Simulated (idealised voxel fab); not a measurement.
process module | voxel quadruple lines
cross-section cut | 205 nm wide | cells 5 nm
A cross-section is a grid of square cells, given in bands from the top down. A band is one or more rows of cells.
Each band's line starts with the height of the band's top and of its bottom, in nm. Then come its materials from left to right, each with its width in nm. One material with "throughout" fills the band from edge to edge. "air" is empty space.
Height 0 is the level under which the wafer as received is all one material. The lowest band goes on downwards, as in "0 down".
A width such as "30 to 40" changes by the same amount from each row of cells to the next, from the band's top row to its bottom row.
"no change" after a step means that no cell of the cross-section changed.
closed voids: empty space of 8 cells or more with no open way to the top, each as width x height at its distance from the left edge, in nm
after a step's settings: what the simulator itself notes on the step
overlay nm, on a step with a mask: how far to the right of its planned place the mask lay; to the left if negative
plan
1 op RECEIVE | material Si
2 op CONFORMAL_DEP | material SiO2 | thk nm 5
3 op DIRECTIONAL_DEP | material Ru | thk nm 15
4 op DIRECTIONAL_DEP | material polySi | thk nm 15
5 op DIRECTIONAL_DEP | material aC | thk nm 20
6 op PATTERN | tone cover | mask id MANDREL | material resist | width nm 25 | thk nm 25 | overlay nm 0
7 op DIRECTIONAL_ETCH | etch materials aC | depth nm 20
8 op STRIP | etch materials resist
9 op CONFORMAL_DEP | material SiO2 | thk nm 15
10 op DIRECTIONAL_ETCH | etch materials SiO2 | depth nm 15
11 op STRIP | etch materials aC
12 op DIRECTIONAL_ETCH | etch materials polySi | depth nm 15
13 op STRIP | etch materials SiO2
14 op CONFORMAL_DEP | material SiCN | thk nm 5
15 op DIRECTIONAL_ETCH | etch materials SiCN | depth nm 5
16 op STRIP | etch materials polySi
17 op DIRECTIONAL_ETCH | etch materials Ru | depth nm 15
18 op STRIP | etch materials SiCN
19 op FILL_DEP | material lowk | thk nm 5
20 op CMP | height nm 20
as received, after step 1
  0 down: Si throughout
  closed voids: none
first wafer at the end, as planned
  20 to 5: lowk 70 | Ru 5 | lowk 15 | Ru 5 | lowk 15 | Ru 5 | lowk 15 | Ru 5 | lowk 70
  5 to 0: SiO2 throughout
  0 down: Si throughout
  closed voids: none
second wafer at the end: like start, like plan, one mistake
  20 to 15: lowk throughout
  15 to 0: lowk 70 | Ru 5 | lowk 15 | Ru 5 | lowk 15 | Ru 5 | lowk 15 | Ru 5 | lowk 70
  0 down: Si throughout
  closed voids: none
what went wrong: step 2 was left out
at the end the second wafer has, in cells: 41 fewer of SiO2 | 41 more of lowk
